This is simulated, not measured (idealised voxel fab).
process module | voxel wiring stack
cross-section cut | 190 nm wide | cells 5 nm
A cross-section is a grid of square cells, given in bands from the top down. A band is one or more rows of cells.
Each band's line starts with the height of the band's top and of its bottom, in nm. Then come its materials from left to right, each with its width in nm. One material with "throughout" fills the band from edge to edge. "air" is empty space.
Height 0 is the level under which the wafer as received is all one material. The lowest band goes on downwards, as in "0 down".
A width such as "30 to 40" changes by the same amount from each row of cells to the next, from the band's top row to its bottom row.
"no change" after a step means that no cell of the cross-section changed.
closed voids: empty space of 8 cells or more with no open way to the top, each as width x height at its distance from the left edge, in nm
after a step's settings: what the simulator itself notes on the step
overlay nm, on a step with a mask: how far to the right of its planned place the mask lay; to the left if negative
plan
1 op RECEIVE | material Si
2 op CONFORMAL_DEP | material SiO2 | thk nm 10
3 op CONFORMAL_DEP | material SiCN | thk nm 5
4 op DIRECTIONAL_DEP | material SiO2 | thk nm 25
5 op MASKED_ETCH | tone open | mask id METAL_1 | width nm 30 | pitch nm 55 | etch materials SiO2 | depth nm 25 | overlay nm 0
6 op MASKED_ETCH | tone open | mask id METAL_1 | width nm 30 | pitch nm 55 | etch materials SiCN | depth nm 5 | overlay nm 0
7 op CONFORMAL_DEP | material TiN | thk nm 5
8 op FILL_DEP | material Cu | thk nm 10
9 op CMP | height nm 40
10 op EPI | material Ru | thk nm 5
11 op FILL_DEP | material SiCN | thk nm 5
12 op DIRECTIONAL_DEP | material lowk | thk nm 10
13 op MASKED_ETCH | tone open | mask id PLUG_1 | width nm 15 | pitch nm 55 | etch materials lowk | depth nm 10 | overlay nm 0
14 op MASKED_ETCH | tone open | mask id PLUG_1 | width nm 15 | pitch nm 55 | etch materials SiCN | depth nm 5 | overlay nm 0
15 op EPI | material Ru | thk nm 10
16 op EPI | material Ru | thk nm 5
17 op DIRECTIONAL_DEP | material TiN | thk nm 5
18 op DIRECTIONAL_DEP | material W | thk nm 25
19 op PATTERN | tone cover | mask id METAL_2 | material resist | width nm 30 | pitch nm 55 | thk nm 20 | overlay nm 0
20 op DIRECTIONAL_ETCH | etch materials W | depth nm 25
21 op DIRECTIONAL_ETCH | etch materials TiN | depth nm 5
22 op STRIP | etch materials resist
23 op CONFORMAL_DEP | material SiCN | thk nm 5
24 op FILL_DEP | material lowk | thk nm 5
25 op CMP | height nm 90
26 op CONFORMAL_DEP | material SiCN | thk nm 5
27 op DIRECTIONAL_DEP | material lowk | thk nm 15
28 op DIRECTIONAL_DEP | material aC | thk nm 15
29 op PATTERN | tone open | mask id PLUG_2 | material resist | width nm 15 | thk nm 30 | overlay nm 0
30 op DIRECTIONAL_ETCH | etch materials aC | depth nm 15
31 op STRIP | etch materials resist
32 op DIRECTIONAL_ETCH | etch materials lowk | depth nm 15
33 op DIRECTIONAL_ETCH | etch materials SiCN | depth nm 5
34 op STRIP | etch materials aC
35 op EPI | material Ru | thk nm 10
36 op EPI | material Ru | thk nm 10
37 op DIRECTIONAL_DEP | material TiN | thk nm 5
38 op DIRECTIONAL_DEP | material Ru | thk nm 15
39 op DIRECTIONAL_DEP | material aC | thk nm 15
40 op PATTERN | tone cover | mask id METAL_3 | material resist | width nm 30 | pitch nm 55 | thk nm 30 | overlay nm 0
41 op DIRECTIONAL_ETCH | etch materials aC | depth nm 15
42 op STRIP | etch materials resist
43 op DIRECTIONAL_ETCH | etch materials Ru | depth nm 15
44 op DIRECTIONAL_ETCH | etch materials TiN | depth nm 5
45 op STRIP | etch materials aC
46 op CONFORMAL_DEP | material SiN | thk nm 5
47 op FILL_DEP | material SiO2 | thk nm 10
48 op CMP | height nm 130
49 op CONFORMAL_DEP | material SiN | thk nm 5
varied across the wafers: thk nm of step 23. The plan shows the first wafer's value. All wafers start alike
first wafer as received, after step 1
  0 down: Si throughout
  closed voids: none
first wafer at the end, after step 49
  135 to 130: SiN throughout
  130 to 115: SiO2 45 | SiN 5 | Ru 30 | SiN 5 | SiO2 15 | SiN 5 | Ru 30 | SiN 5 | SiO2 50
  115 to 110: SiN 50 | TiN 30 | SiN 25 | TiN 30 | SiN 55
  110 to 95: lowk 50 | Ru 15 | lowk 125
  95 to 90: SiCN 50 | Ru 15 | SiCN 125
  90 to 65: lowk 45 | SiCN 5 | W 30 | SiCN 5 | lowk 15 | SiCN 5 | W 30 | SiCN 5 | lowk 50
  65 to 60: SiCN 50 | TiN 30 | SiCN 25 | TiN 30 | SiCN 55
  60 to 50: lowk 50 | Ru 15 | lowk 40 | Ru 15 | lowk 70
  50 to 40: SiCN 50 to 45 | Ru 15 to 40 | SiCN 40 to 15 | Ru 15 to 40 | SiCN 70 to 50
  40 to 15: SiO2 50 | TiN 5 | Cu 20 | TiN 5 | SiO2 25 | TiN 5 | Cu 20 | TiN 5 | SiO2 55
  15 to 10: SiCN 50 | TiN 30 | SiCN 25 | TiN 30 | SiCN 55
  10 to 0: SiO2 throughout
  0 down: Si throughout
  closed voids: none
last wafer at the end
  135 to 130: SiN throughout
  130 to 115: SiO2 45 | SiN 5 | Ru 30 | SiN 5 | SiO2 15 | SiN 5 | Ru 30 | SiN 5 | SiO2 50
  115 to 110: SiN 50 | TiN 30 | SiN 25 | TiN 30 | SiN 55
  110 to 95: lowk 50 | Ru 15 | lowk 125
  95 to 90: SiCN 50 | Ru 15 | SiCN 125
  90 to 80: lowk 30 | SiCN 20 | W 30 | SiCN 25 | W 30 | SiCN 20 | lowk 35
  80 to 65: SiCN 50 | W 30 | SiCN 25 | W 30 | SiCN 55
  65 to 60: SiCN 50 | TiN 30 | SiCN 25 | TiN 30 | SiCN 55
  60 to 50: lowk 50 | Ru 15 | lowk 40 | Ru 15 | lowk 70
  50 to 40: SiCN 50 to 45 | Ru 15 to 40 | SiCN 40 to 15 | Ru 15 to 40 | SiCN 70 to 50
  40 to 15: SiO2 50 | TiN 5 | Cu 20 | TiN 5 | SiO2 25 | TiN 5 | Cu 20 | TiN 5 | SiO2 55
  15 to 10: SiCN 50 | TiN 30 | SiCN 25 | TiN 30 | SiCN 55
  10 to 0: SiO2 throughout
  0 down: Si throughout
  closed voids: none
each wafer at the end: cells of each material gained (+) or lost (-) since it was received, then its closed voids
thk nm 5 | +40 Cu | +82 Ru | +161 SiCN | +76 SiN | +272 SiO2 | +56 TiN | +60 W | +279 lowk | closed voids: none
thk nm 10 | +40 Cu | +82 Ru | +199 SiCN | +76 SiN | +272 SiO2 | +56 TiN | +60 W | +241 lowk | closed voids: none
thk nm 15 | +40 Cu | +82 Ru | +226 SiCN | +76 SiN | +272 SiO2 | +56 TiN | +60 W | +214 lowk | closed voids: none
thk nm 20 | +40 Cu | +82 Ru | +245 SiCN | +76 SiN | +272 SiO2 | +56 TiN | +60 W | +195 lowk | closed voids: none
